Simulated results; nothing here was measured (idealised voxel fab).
Process module heading - voxel tone inversion
It is cross-section cut that appears here, measuring 180 nm in width, its square cells being 5 nm in size.
Notation: cross-section as square-cell grid; stated in bands, top first, going down; one or more cell rows per band. Quick guide to a band line: top height, bottom height (nm) up front; then every material left to right with its width in nm. Only one material and it's marked "all across"? Then it fills the band edge to edge. And "air" just means empty space. The level at which height equals 0 is the one under which the wafer, as it arrives, is entirely one material. No lower edge exists for the bottom band, which continues downward and is notated as in "0 and below". So if you see something like "30..40" for the width, read it as the top row of the band sitting at the first number and the bottom row at the second, with every row in between moving by the same amount as the last. A step reported as "changes: none" is a step in which no cell of the cross-section changed. "Non-vented voids": empty spaces of 8 cells or more with no open way to the top, each given as width x height at distance, distance from the left edge, all in nm. What comes after the settings on a step's line is commentary from the simulator itself on that step. A step's line can hold "overlay nm"; with a mask on that step, the setting says how far right of the planned place the mask lay, while a negative setting says it lay to the left.

## Process steps (planned)
1 RECEIVE with material Si
2 CONFORMAL_DEP with material SiCN, thk nm 10
3 DIRECTIONAL_DEP with material polySi, thk nm 25
4 PATTERN with tone cover, mask id POSTS, material resist, width nm 15, pitch nm 35, thk nm 30, overlay nm 0
5 DIRECTIONAL_ETCH with etch materials polySi, depth nm 25
6 STRIP with etch materials resist
7 FILL_DEP with material SiO2, thk nm 5
8 CMP with height nm 35
9 STRIP with etch materials polySi
10 CONFORMAL_DEP with material TiN, thk nm 5
11 FILL_DEP with material W, thk nm 10
12 CMP with height nm 35
13 CONFORMAL_DEP with material SiCN, thk nm 5

## The following pertains to the first of two wafers, which was processed as planned

## Delivered wafer in cross-section: state after step 1
0 and below  Si all across
Non-vented voids: none

## So this is the wafer cross-section right after step 2
10 down to 0  SiCN all across
Note: structure below 0 unchanged.

## So this is the wafer cross-section right after step 3
35 down to 10  polySi all across
Note: structure below 10 unchanged.

## So this is the wafer cross-section right after step 4
65 down to 35  air 65; resist 15; air 20; resist 15; air 65
Note: structure below 35 unchanged.

## So this is the wafer cross-section right after step 5
65 down to 35  air 65; resist 15; air 20; resist 15; air 65
35 down to 10  air 65; polySi 15; air 20; polySi 15; air 65
Note: structure below 10 unchanged.

## So this is the wafer cross-section right after step 6
35 down to 10  air 65; polySi 15; air 20; polySi 15; air 65
Note: structure below 10 unchanged.

## So this is the wafer cross-section right after step 7
40 down to 35  SiO2 all across
35 down to 10  SiO2 65; polySi 15; SiO2 20; polySi 15; SiO2 65
Note: structure below 10 unchanged.

## So this is the wafer cross-section right after step 8
35 down to 10  SiO2 65; polySi 15; SiO2 20; polySi 15; SiO2 65
Note: structure below 10 unchanged.

## So this is the wafer cross-section right after step 9
35 down to 10  SiO2 65; air 15; SiO2 20; air 15; SiO2 65
Note: structure below 10 unchanged.

## So this is the wafer cross-section right after step 10
40 down to 35  TiN 70; air 5; TiN 30; air 5; TiN 70
35 down to 15  SiO2 65; TiN 5; air 5; TiN 5; SiO2 20; TiN 5; air 5; TiN 5; SiO2 65
15 down to 10  SiO2 65; TiN 15; SiO2 20; TiN 15; SiO2 65
Note: structure below 10 unchanged.

## So this is the wafer cross-section right after step 11
50 down to 40  W all across
40 down to 35  TiN 70; W 5; TiN 30; W 5; TiN 70
35 down to 15  SiO2 65; TiN 5; W 5; TiN 5; SiO2 20; TiN 5; W 5; TiN 5; SiO2 65
Note: structure below 15 unchanged.

## So this is the wafer cross-section right after step 12
35 down to 15  SiO2 65; TiN 5; W 5; TiN 5; SiO2 20; TiN 5; W 5; TiN 5; SiO2 65
Note: structure below 15 unchanged.

## So this is the wafer cross-section right after step 13
40 down to 35  SiCN all across
Note: structure below 35 unchanged.

## Now the other wafer: same start, same recipe, but we messed up one thing when running it. Up to and including step 7 it's the same as the first one

## The second wafer cut through, at the time step 8 was supposed to be finished
30 down to 10  SiO2 65; polySi 15; SiO2 20; polySi 15; SiO2 65
Note: structure below 10 unchanged.

## The second wafer cut through, at the time step 9 was supposed to be finished
30 down to 10  SiO2 65; air 15; SiO2 20; air 15; SiO2 65
Note: structure below 10 unchanged.

## The second wafer cut through, at the time step 10 was supposed to be finished
35 down to 30  TiN 70; air 5; TiN 30; air 5; TiN 70
30 down to 15  SiO2 65; TiN 5; air 5; TiN 5; SiO2 20; TiN 5; air 5; TiN 5; SiO2 65
15 down to 10  SiO2 65; TiN 15; SiO2 20; TiN 15; SiO2 65
Note: structure below 10 unchanged.

## The second wafer cut through, at the time step 11 was supposed to be finished
45 down to 35  W all across
35 down to 30  TiN 70; W 5; TiN 30; W 5; TiN 70
30 down to 15  SiO2 65; TiN 5; W 5; TiN 5; SiO2 20; TiN 5; W 5; TiN 5; SiO2 65
Note: structure below 15 unchanged.

## The second wafer cut through, at the time step 12 was supposed to be finished
35 down to 30  TiN 70; W 5; TiN 30; W 5; TiN 70
Note: structure below 30 unchanged.

## The second wafer cut through, at the time step 13 was supposed to be finished
40 down to 35  SiCN all across
Note: structure below 35 unchanged.
Deviation noted in wafer processing: step 8 ran with different settings than intended, the actual operation and settings being CMP with height nm 30
Wafer comparison, final, in cells, second relative to first, materials more or fewer: SiO2: 30 fewer | TiN: 30 more
